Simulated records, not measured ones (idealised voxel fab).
You're looking at the process module voxel ribs on slabs.
Displayed cross-section: cut, width of 285 nm, square cells sized 5 nm.
When this document writes out a cross-section, it uses a grid of square cells and lists it as bands, beginning at the top and moving down, with a band standing for one or more rows of cells. Heads up on the band format: heights come first, top then bottom, in nm. After that it's the materials left to right, each with its width in nm. A single material flagged "all across" fills the whole band edge to edge, and "air" means there's empty space there. Counting heights begins at 0, where everything beneath is, in the wafer as received, one material. The lowest band has no bottom; it goes on downwards, as "z 0 and below" shows. Think of "30 to 40" as a width that walks from the first number to the second as you go down the band, top row to bottom row, taking equal-sized steps from row to row. You'll sometimes find "same as before" written for a step, and that's the way of saying that nowhere in the cross-section did a cell change during that step. So "Fully sealed cavities" is basically the list of trapped voids: any empty space of 8 cells or more that can't reach the top through an opening. They're written width x height at distance, the distance being from the left edge, and it's all nm. Heads up: the bit after the settings on a step's line is the simulator's remark on that step. For masked steps, "overlay nm" on the step line gives how far right of plan the mask actually lay; a minus sign means it lay to the left.

# Planned step list for the process
- 1: RECEIVE: material Si
- 2: DIRECTIONAL_DEP: material SiO2, thk nm 30
- 3: DIRECTIONAL_DEP: material SiN, thk nm 20
- 4: DIRECTIONAL_DEP: material aC, thk nm 15
- 5: PATTERN: tone cover, mask id RIB, material resist, width nm 30, thk nm 30, overlay nm 0
- 6: DIRECTIONAL_ETCH: etch materials aC, depth nm 15
- 7: STRIP: etch materials resist
- 8: DIRECTIONAL_ETCH: etch materials SiN, depth nm 5
- 9: STRIP: etch materials aC
- 10: DIRECTIONAL_DEP: material aC, thk nm 15
- 11: PATTERN: tone cover, mask id SLAB, material resist, width nm 60, thk nm 35, overlay nm 0
- 12: DIRECTIONAL_ETCH: etch materials aC, depth nm 15
- 13: STRIP: etch materials resist
- 14: DIRECTIONAL_ETCH: etch materials SiN, depth nm 15
- 15: STRIP: etch materials aC
- 16: FILL_DEP: material SiO2, thk nm 25
- 17: CMP: height nm 65
- 18: DIRECTIONAL_DEP: material W, thk nm 10
- 19: PATTERN: tone cover, mask id HEATER, material resist, width nm 40, thk nm 20, overlay nm 0
- 20: DIRECTIONAL_ETCH: etch materials W, depth nm 10
- 21: STRIP: etch materials resist
- 22: CONFORMAL_DEP: material SiN, thk nm 10

# So this is the incoming wafer in cross-section - it's already been through step 1
> z 0 and below | Si all across
> Fully sealed cavities: none

# Look at the cross-section after the module: the wafer started out the way shown above and the plan was the one shown above, yet one mistake was made along the way
> z 85 to 75 | air=115; SiN=60; air=110
> z 75 to 65 | SiN=125; W=40; SiN=120
> z 65 to 50 | SiO2 all across
> z 50 to 45 | SiO2=125; SiN=30; SiO2=130
> z 45 to 30 | SiO2=110; SiN=60; SiO2=115
> z 30 to 0 | SiO2 all across
> z 0 and below | Si all across
> Fully sealed cavities: none
Plan not followed: contrary to plan, step 19 was performed as PATTERN: tone cover, mask id HEATER, material resist, width nm 40, thk nm 20, overlay nm 5
